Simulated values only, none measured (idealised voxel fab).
process module | voxel trench capacitor
cross-section cut | 140 nm wide | cells 5 nm
A cross-section is a grid of square cells, given in bands from the top down. A band is one or more rows of cells.
Each band's line starts with the height of the band's top and of its bottom, in nm. Then come its materials from left to right, each with its width in nm. One material with "throughout" fills the band from edge to edge. "air" is empty space.
Height 0 is the level under which the wafer as received is all one material. The lowest band goes on downwards, as in "0 down".
A width such as "30 to 40" changes by the same amount from each row of cells to the next, from the band's top row to its bottom row.
"no change" after a step means that no cell of the cross-section changed.
closed voids: empty space of 8 cells or more with no open way to the top, each as width x height at its distance from the left edge, in nm
after a step's settings: what the simulator itself notes on the step
overlay nm, on a step with a mask: how far to the right of its planned place the mask lay; to the left if negative
plan
1 op RECEIVE | material Si
2 op CONFORMAL_DEP | material SiN | thk nm 10
3 op PATTERN | tone open | mask id TRENCH | material resist | width nm 30 | pitch nm 55 | thk nm 20 | overlay nm -10
4 op DIRECTIONAL_ETCH | etch materials SiN | depth nm 10
5 op DIRECTIONAL_ETCH | etch materials Si | depth nm 35
6 op STRIP | etch materials resist
7 op CONFORMAL_DEP | material HfO2 | thk nm 5
8 op CONFORMAL_DEP | material TiN | thk nm 5
9 op FILL_DEP | material W | thk nm 10
10 op CMP | height nm 10
varied across the wafers: overlay nm of step 3. The plan shows the first wafer's value. All wafers start alike
first wafer as received, after step 1
  0 down: Si throughout
  closed voids: none
each wafer at the end: cells of each material gained (+) or lost (-) since it was received, then its closed voids
overlay nm -10 | +44 HfO2 | -84 Si | +32 SiN | +36 TiN | +28 W | closed voids: none
overlay nm -5 | +44 HfO2 | -84 Si | +32 SiN | +36 TiN | +28 W | closed voids: none
overlay nm 0 | +44 HfO2 | -84 Si | +32 SiN | +36 TiN | +28 W | closed voids: none
overlay nm 5 | +44 HfO2 | -84 Si | +32 SiN | +36 TiN | +28 W | closed voids: none
overlay nm 10 | +44 HfO2 | -84 Si | +32 SiN | +36 TiN | +28 W | closed voids: none
overlay nm 15 | +44 HfO2 | -84 Si | +32 SiN | +36 TiN | +28 W | closed voids: none
